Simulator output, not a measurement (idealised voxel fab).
The process module that follows is named voxel self aligned vias.
Shown is cross-section cut, with a width of 300 nm and square cells of size 5 nm.
The cross-sections in this document take the form of a grid made of square cells. They are written out as bands, in order from top to bottom. Each band consists of one or more rows of cells.
Top height, bottom height, nm. Materials left to right, width each, nm. Single material + "throughout" = fills band edge to edge. "empty" = empty.
Convention: height 0 is the level below which the wafer, as received, is all one material. The lowest band does not terminate at the bottom but continues downward, represented as "from 0 down".
A width such as "30..40" changes by the same amount from each row of cells to the next, from the band's top row to its bottom row.
The cross-section has no changed cell in any step marked "no modifications".
Entry "Enclosed internal cavities". Content: empty spaces with no open connection to the top, size 8 cells or greater. Each: width x height at distance. Distance: from left edge. Unit: nm.
On each step's line, the part that comes after the settings is the simulator's own comment on the step.
The line of a step may include "overlay nm". On a step with a mask, this value is how far to the right of its planned place the mask lay. A negative value means the mask lay to the left.

[So here's the lineup of process steps we planned]
- 1: RECEIVE | material Si
- 2: CONFORMAL_DEP | material SiO2 | thk nm 10
- 3: CONFORMAL_DEP | material SiCN | thk nm 5
- 4: DIRECTIONAL_DEP | material lowk | thk nm 30
- 5: MASKED_ETCH | tone open | mask id LINES | width nm 20 | pitch nm 70 | etch materials lowk | depth nm 30 | overlay nm 0
- 6: CONFORMAL_DEP | material TiN | thk nm 5
- 7: FILL_DEP | material Ru | thk nm 10
- 8: CMP | height nm 45
- 9: SELECTIVE_ETCH | etch materials W Ru TiN | depth nm 10
- 10: FILL_DEP | material SiN | thk nm 5
- 11: CMP | height nm 45
- 12: DIRECTIONAL_DEP | material lowk | thk nm 20
- 13: DIRECTIONAL_DEP | material aC | thk nm 15
- 14: PATTERN | tone open | mask id VIAS | material resist | width nm 40 | pitch nm 140 | thk nm 30 | overlay nm 0
- 15: DIRECTIONAL_ETCH | etch materials aC | depth nm 15
- 16: STRIP | etch materials resist
- 17: DIRECTIONAL_ETCH | etch materials lowk | depth nm 20
- 18: DIRECTIONAL_ETCH | etch materials SiN | depth nm 10
- 19: STRIP | etch materials aC
- 20: CONFORMAL_DEP | material TiN | thk nm 5
- 21: FILL_DEP | material Cu | thk nm 5
- 22: CMP | height nm 65
- 23: CONFORMAL_DEP | material SiCN | thk nm 5

[On the first of the two wafers: run conducted according to plan]

[Shown in cross-section is the wafer as received, that is, as it stands after step 1]
    from 0 down: Si throughout
    Enclosed internal cavities: none

[Sectional view: wafer, after step 2]
    from 10 to 0: SiO2 throughout
    Under the height 0 nothing was changed.

[Sectional view: wafer, after step 3]
    from 15 to 10: SiCN throughout
    Under the height 10 nothing was changed.

[Sectional view: wafer, after step 4]
    from 45 to 15: lowk throughout
    Under the height 15 nothing was changed.

[Sectional view: wafer, after step 5]
    from 45 to 15: lowk (70) / empty (20) / lowk (50) / empty (20) / lowk (50) / empty (20) / lowk (70)
    Under the height 15 nothing was changed.

[Sectional view: wafer, after step 6]
    from 50 to 45: TiN (75) / empty (10) / TiN (60) / empty (10) / TiN (60) / empty (10) / TiN (75)
    from 45 to 20: lowk (70) / TiN (5) / empty (10) / TiN (5) / lowk (50) / TiN (5) / empty (10) / TiN (5) / lowk (50) / TiN (5) / empty (10) / TiN (5) / lowk (70)
    from 20 to 15: lowk (70) / TiN (20) / lowk (50) / TiN (20) / lowk (50) / TiN (20) / lowk (70)
    Under the height 15 nothing was changed.

[Sectional view: wafer, after step 7]
    from 60 to 50: Ru throughout
    from 50 to 45: TiN (75) / Ru (10) / TiN (60) / Ru (10) / TiN (60) / Ru (10) / TiN (75)
    from 45 to 20: lowk (70) / TiN (5) / Ru (10) / TiN (5) / lowk (50) / TiN (5) / Ru (10) / TiN (5) / lowk (50) / TiN (5) / Ru (10) / TiN (5) / lowk (70)
    Under the height 20 nothing was changed.

[Sectional view: wafer, after step 8]
    from 45 to 20: lowk (70) / TiN (5) / Ru (10) / TiN (5) / lowk (50) / TiN (5) / Ru (10) / TiN (5) / lowk (50) / TiN (5) / Ru (10) / TiN (5) / lowk (70)
    Under the height 20 nothing was changed.

[Sectional view: wafer, after step 9]
    from 45 to 35: lowk (70) / empty (20) / lowk (50) / empty (20) / lowk (50) / empty (20) / lowk (70)
    Under the height 35 nothing was changed.

[Sectional view: wafer, after step 10]
    from 50 to 45: SiN throughout
    from 45 to 35: lowk (70) / SiN (20) / lowk (50) / SiN (20) / lowk (50) / SiN (20) / lowk (70)
    Under the height 35 nothing was changed.

[Sectional view: wafer, after step 11]
    from 45 to 35: lowk (70) / SiN (20) / lowk (50) / SiN (20) / lowk (50) / SiN (20) / lowk (70)
    Under the height 35 nothing was changed.

[Sectional view: wafer, after step 12]
    from 65 to 45: lowk throughout
    Under the height 45 nothing was changed.

[Sectional view: wafer, after step 13]
    from 80 to 65: aC throughout
    Under the height 65 nothing was changed.

[Sectional view: wafer, after step 14]
    from 110 to 80: resist (60) / empty (40) / resist (100) / empty (40) / resist (60)
    Under the height 80 nothing was changed.

[Sectional view: wafer, after step 15]
    from 95 to 80: resist (60) / empty (40) / resist (100) / empty (40) / resist (60)
    from 80 to 65: aC (60) / empty (40) / aC (100) / empty (40) / aC (60)
    Under the height 65 nothing was changed.

[Sectional view: wafer, after step 16]
    from 80 to 65: aC (60) / empty (40) / aC (100) / empty (40) / aC (60)
    Under the height 65 nothing was changed.

[Sectional view: wafer, after step 17]
    from 80 to 65: aC (60) / empty (40) / aC (100) / empty (40) / aC (60)
    from 65 to 45: lowk (60) / empty (40) / lowk (100) / empty (40) / lowk (60)
    Under the height 45 nothing was changed.

[Sectional view: wafer, after step 18]
    from 80 to 65: aC (60) / empty (40) / aC (100) / empty (40) / aC (60)
    from 65 to 45: lowk (60) / empty (40) / lowk (100) / empty (40) / lowk (60)
    from 45 to 35: lowk (70) / empty (20) / lowk (50) / SiN (20) / lowk (50) / empty (20) / lowk (70)
    Under the height 35 nothing was changed.

[Sectional view: wafer, after step 19]
    from 65 to 45: lowk (60) / empty (40) / lowk (100) / empty (40) / lowk (60)
    Under the height 45 nothing was changed.

[Sectional view: wafer, after step 20]
    from 70 to 65: TiN (65) / empty (30) / TiN (110) / empty (30) / TiN (65)
    from 65 to 50: lowk (60) / TiN (5) / empty (30) / TiN (5) / lowk (100) / TiN (5) / empty (30) / TiN (5) / lowk (60)
    from 50 to 45: lowk (60) / TiN (15) / empty (10) / TiN (15) / lowk (100) / TiN (15) / empty (10) / TiN (15) / lowk (60)
    from 45 to 40: lowk (70) / TiN (5) / empty (10) / TiN (5) / lowk (50) / SiN (20) / lowk (50) / TiN (5) / empty (10) / TiN (5) / lowk (70)
    from 40 to 35: lowk (70) / TiN (20) / lowk (50) / SiN (20) / lowk (50) / TiN (20) / lowk (70)
    Under the height 35 nothing was changed.

[Sectional view: wafer, after step 21]
    from 75 to 70: Cu throughout
    from 70 to 65: TiN (65) / Cu (30) / TiN (110) / Cu (30) / TiN (65)
    from 65 to 50: lowk (60) / TiN (5) / Cu (30) / TiN (5) / lowk (100) / TiN (5) / Cu (30) / TiN (5) / lowk (60)
    from 50 to 45: lowk (60) / TiN (15) / Cu (10) / TiN (15) / lowk (100) / TiN (15) / Cu (10) / TiN (15) / lowk (60)
    from 45 to 40: lowk (70) / TiN (5) / Cu (10) / TiN (5) / lowk (50) / SiN (20) / lowk (50) / TiN (5) / Cu (10) / TiN (5) / lowk (70)
    Under the height 40 nothing was changed.

[Sectional view: wafer, after step 22]
    from 65 to 50: lowk (60) / TiN (5) / Cu (30) / TiN (5) / lowk (100) / TiN (5) / Cu (30) / TiN (5) / lowk (60)
    Under the height 50 nothing was changed.

[Sectional view: wafer, after step 23]
    from 70 to 65: SiCN throughout
    Under the height 65 nothing was changed.

[It is to be noted that the second wafer proceeded from the same initial state and according to the same plan as the first, although one mistake was committed in its execution; through step 4, inclusive, the two wafers share an identical history]

[Second wafer, section view, time point: scheduled end of step 5]
    from 45 to 15: lowk (75) / empty (15) / lowk (55) / empty (15) / lowk (55) / empty (15) / lowk (70)
    Under the height 15 nothing was changed.

[Second wafer, section view, time point: scheduled end of step 6]
    from 50 to 45: TiN (80) / empty (5) / TiN (65) / empty (5) / TiN (65) / empty (5) / TiN (75)
    from 45 to 20: lowk (75) / TiN (5) / empty (5) / TiN (5) / lowk (55) / TiN (5) / empty (5) / TiN (5) / lowk (55) / TiN (5) / empty (5) / TiN (5) / lowk (70)
    from 20 to 15: lowk (75) / TiN (15) / lowk (55) / TiN (15) / lowk (55) / TiN (15) / lowk (70)
    Under the height 15 nothing was changed.

[Second wafer, section view, time point: scheduled end of step 7]
    from 60 to 50: Ru throughout
    from 50 to 45: TiN (80) / Ru (5) / TiN (65) / Ru (5) / TiN (65) / Ru (5) / TiN (75)
    from 45 to 20: lowk (75) / TiN (5) / Ru (5) / TiN (5) / lowk (55) / TiN (5) / Ru (5) / TiN (5) / lowk (55) / TiN (5) / Ru (5) / TiN (5) / lowk (70)
    Under the height 20 nothing was changed.

[Second wafer, section view, time point: scheduled end of step 8]
    from 45 to 20: lowk (75) / TiN (5) / Ru (5) / TiN (5) / lowk (55) / TiN (5) / Ru (5) / TiN (5) / lowk (55) / TiN (5) / Ru (5) / TiN (5) / lowk (70)
    Under the height 20 nothing was changed.

[Second wafer, section view, time point: scheduled end of step 9]
    from 45 to 35: lowk (75) / empty (15) / lowk (55) / empty (15) / lowk (55) / empty (15) / lowk (70)
    Under the height 35 nothing was changed.

[Second wafer, section view, time point: scheduled end of step 10]
    from 50 to 45: SiN throughout
    from 45 to 35: lowk (75) / SiN (15) / lowk (55) / SiN (15) / lowk (55) / SiN (15) / lowk (70)
    Under the height 35 nothing was changed.

[Second wafer, section view, time point: scheduled end of step 11]
    from 45 to 35: lowk (75) / SiN (15) / lowk (55) / SiN (15) / lowk (55) / SiN (15) / lowk (70)
    Under the height 35 nothing was changed.

[Second wafer, section view, time point: scheduled end of step 12]
    from 65 to 45: lowk throughout
    Under the height 45 nothing was changed.

[Second wafer, section view, time point: scheduled end of step 13]
    from 80 to 65: aC throughout
    Under the height 65 nothing was changed.

[Second wafer, section view, time point: scheduled end of step 14]
    from 110 to 80: resist (60) / empty (40) / resist (100) / empty (40) / resist (60)
    Under the height 80 nothing was changed.

[Second wafer, section view, time point: scheduled end of step 15]
    from 95 to 80: resist (60) / empty (40) / resist (100) / empty (40) / resist (60)
    from 80 to 65: aC (60) / empty (40) / aC (100) / empty (40) / aC (60)
    Under the height 65 nothing was changed.

[Second wafer, section view, time point: scheduled end of step 16]
    from 80 to 65: aC (60) / empty (40) / aC (100) / empty (40) / aC (60)
    Under the height 65 nothing was changed.

[Second wafer, section view, time point: scheduled end of step 17]
    from 80 to 65: aC (60) / empty (40) / aC (100) / empty (40) / aC (60)
    from 65 to 45: lowk (60) / empty (40) / lowk (100) / empty (40) / lowk (60)
    Under the height 45 nothing was changed.

[Second wafer, section view, time point: scheduled end of step 18]
    from 80 to 65: aC (60) / empty (40) / aC (100) / empty (40) / aC (60)
    from 65 to 45: lowk (60) / empty (40) / lowk (100) / empty (40) / lowk (60)
    from 45 to 35: lowk (75) / empty (15) / lowk (55) / SiN (15) / lowk (55) / empty (15) / lowk (70)
    Under the height 35 nothing was changed.

[Second wafer, section view, time point: scheduled end of step 19]
    from 65 to 45: lowk (60) / empty (40) / lowk (100) / empty (40) / lowk (60)
    Under the height 45 nothing was changed.

[Second wafer, section view, time point: scheduled end of step 20]
    from 70 to 65: TiN (65) / empty (30) / TiN (110) / empty (30) / TiN (65)
    from 65 to 50: lowk (60) / TiN (5) / empty (30) / TiN (5) / lowk (100) / TiN (5) / empty (30) / TiN (5) / lowk (60)
    from 50 to 45: lowk (60) / TiN (20) / empty (5) / TiN (15) / lowk (100) / TiN (20) / empty (5) / TiN (15) / lowk (60)
    from 45 to 40: lowk (75) / TiN (5) / empty (5) / TiN (5) / lowk (55) / SiN (15) / lowk (55) / TiN (5) / empty (5) / TiN (5) / lowk (70)
    from 40 to 35: lowk (75) / TiN (15) / lowk (55) / SiN (15) / lowk (55) / TiN (15) / lowk (70)
    Under the height 35 nothing was changed.

[Second wafer, section view, time point: scheduled end of step 21]
    from 75 to 70: Cu throughout
    from 70 to 65: TiN (65) / Cu (30) / TiN (110) / Cu (30) / TiN (65)
    from 65 to 50: lowk (60) / TiN (5) / Cu (30) / TiN (5) / lowk (100) / TiN (5) / Cu (30) / TiN (5) / lowk (60)
    from 50 to 45: lowk (60) / TiN (20) / Cu (5) / TiN (15) / lowk (100) / TiN (20) / Cu (5) / TiN (15) / lowk (60)
    from 45 to 40: lowk (75) / TiN (5) / Cu (5) / TiN (5) / lowk (55) / SiN (15) / lowk (55) / TiN (5) / Cu (5) / TiN (5) / lowk (70)
    Under the height 40 nothing was changed.

[Second wafer, section view, time point: scheduled end of step 22]
    from 65 to 50: lowk (60) / TiN (5) / Cu (30) / TiN (5) / lowk (100) / TiN (5) / Cu (30) / TiN (5) / lowk (60)
    Under the height 50 nothing was changed.

[Second wafer, section view, time point: scheduled end of step 23]
    from 70 to 65: SiCN throughout
    Under the height 65 nothing was changed.
what went wrong: not per plan at step 5, really ran MASKED_ETCH | tone open | mask id LINES | width nm 15 | pitch nm 70 | etch materials lowk | depth nm 30 | overlay nm 0
Upon completion, the second wafer contains, in terms of cells, a greater or smaller amount of certain materials than the first wafer: 4 fewer of Cu | 9 fewer of Ru | 2 fewer of SiN | 3 fewer of TiN | 18 more of lowk
